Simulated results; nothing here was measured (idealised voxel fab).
You're looking at the process module voxel ribs on slabs.
Square cells of 5 nm make up the cross-section cut, whose width is 290 nm.
In this document a cross-section is written as a grid of square cells. It is given as a series of bands, listed from the top down, and a band is one or more rows of cells. Band: top height; bottom height; in nm. Then, left to right: material with width in nm, for each material. "full width": a single material spanning edge to edge. "empty": empty space. It should be noted that heights are counted from 0, beneath which the wafer as supplied is of one material throughout, and that the lowest band possesses no lower boundary but continues downward, as written in "0 nm and below". Per-row width for "30..40": begins at first number (top row of band), ends at second number (bottom row), increment between rows held constant. Where a step carries "nothing altered", the cross-section came out of it unchanged, cell for cell. Empty spaces without an open route to the top, at least 8 cells in extent, make up the entry "Cavities, sealed"; each is given as width x height at distance, where the distance is measured from the left edge, and all are in nm. That trailing text on a step's line, after the settings, is the simulator's own remark on the step. For masked steps, "overlay nm" on the step line gives how far right of plan the mask actually lay; a minus sign means it lay to the left.
## plan
1: RECEIVE,material Si
2: DIRECTIONAL_DEP,material SiO2,thk nm 20
3: DIRECTIONAL_DEP,material SiN,thk nm 15
4: PATTERN,tone cover,mask id RIB,material resist,width nm 30,thk nm 20,overlay nm 0
5: DIRECTIONAL_ETCH,etch materials SiN,depth nm 10
6: STRIP,etch materials resist
7: PATTERN,tone cover,mask id SLAB,material resist,width nm 60,thk nm 20,overlay nm 0
8: DIRECTIONAL_ETCH,etch materials SiN,depth nm 5
9: STRIP,etch materials resist
10: FILL_DEP,material SiO2,thk nm 25
11: CMP,height nm 55
12: DIRECTIONAL_DEP,material TiN,thk nm 5
13: DIRECTIONAL_DEP,material aC,thk nm 15
14: PATTERN,tone cover,mask id HEATER,material resist,width nm 40,thk nm 30,overlay nm 0
15: DIRECTIONAL_ETCH,etch materials aC,depth nm 15
16: STRIP,etch materials resist
17: DIRECTIONAL_ETCH,etch materials TiN,depth nm 5
18: STRIP,etch materials aC
19: CONFORMAL_DEP,material SiN,thk nm 5
## Cross-section, incoming material, after step 1
    0 nm and below: Si full width
    Cavities, sealed: none
## Sectioned view, first of two wafers, at the close of the module, processed as intended in the plan
    65 nm to 60 nm: 120 empty | 50 SiN | 120 empty
    60 nm to 55 nm: 125 SiN | 40 TiN | 125 SiN
    55 nm to 35 nm: SiO2 full width
    35 nm to 25 nm: 130 SiO2 | 30 SiN | 130 SiO2
    25 nm to 20 nm: 115 SiO2 | 60 SiN | 115 SiO2
    20 nm to 0 nm: SiO2 full width
    0 nm and below: Si full width
    Cavities, sealed: none
## Now the second wafer, cross-sectioned at the end of the module. Nothing different at the start, nothing different in the plan compared with the first, just one mistake when it was actually run
    65 nm to 60 nm: 120 empty | 50 SiN | 120 empty
    60 nm to 55 nm: 125 SiN | 40 TiN | 125 SiN
    55 nm to 35 nm: SiO2 full width
    35 nm to 25 nm: 130 SiO2 | 30 SiN | 130 SiO2
    25 nm to 20 nm: 110 SiO2 | 70 SiN | 110 SiO2
    20 nm to 0 nm: SiO2 full width
    0 nm and below: Si full width
    Cavities, sealed: none
Plan not followed: so step 7 ended up running with a different setting than we planned, it ran as PATTERN,tone cover,mask id SLAB,material resist,width nm 70,thk nm 20,overlay nm 0
It is noted that, at the conclusion of processing, the second wafer exhibits a higher or lower cell count for certain materials relative to the first: SiN: 2 more, SiO2: 2 fewer
